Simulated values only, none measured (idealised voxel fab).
process module | voxel tone inversion
cross-section cut | 225 nm wide | cells 5 nm
A cross-section is a grid of square cells, given in bands from the top down. A band is one or more rows of cells.
Each band's line starts with the height of the band's top and of its bottom, in nm. Then come its materials from left to right, each with its width in nm. One material with "throughout" fills the band from edge to edge. "air" is empty space.
Height 0 is the level under which the wafer as received is all one material. The lowest band goes on downwards, as in "0 down".
A width such as "30 to 40" changes by the same amount from each row of cells to the next, from the band's top row to its bottom row.
"no change" after a step means that no cell of the cross-section changed.
closed voids: empty space of 8 cells or more with no open way to the top, each as width x height at its distance from the left edge, in nm
after a step's settings: what the simulator itself notes on the step
overlay nm, on a step with a mask: how far to the right of its planned place the mask lay; to the left if negative
plan
1 op RECEIVE | material Si
2 op CONFORMAL_DEP | material SiN | thk nm 5
3 op DIRECTIONAL_DEP | material polySi | thk nm 20
4 op PATTERN | tone cover | mask id POSTS | material resist | width nm 25 | pitch nm 40 | thk nm 30 | overlay nm -15
5 op DIRECTIONAL_ETCH | etch materials polySi | depth nm 20
6 op STRIP | etch materials resist
7 op FILL_DEP | material lowk | thk nm 10
8 op CMP | height nm 25
9 op STRIP | etch materials polySi
varied across the wafers: overlay nm of step 4. The plan shows the first wafer's value. All wafers start alike
first wafer as received, after step 1
  0 down: Si throughout
  closed voids: none
each wafer at the end: cells of each material gained (+) or lost (-) since it was received, then its closed voids
overlay nm -15 | +45 SiN | +100 lowk | closed voids: none
overlay nm -10 | +45 SiN | +100 lowk | closed voids: none
overlay nm -5 | +45 SiN | +100 lowk | closed voids: none
overlay nm 0 | +45 SiN | +100 lowk | closed voids: none
overlay nm 5 | +45 SiN | +100 lowk | closed voids: none
overlay nm 10 | +45 SiN | +100 lowk | closed voids: none
overlay nm 15 | +45 SiN | +100 lowk | closed voids: none
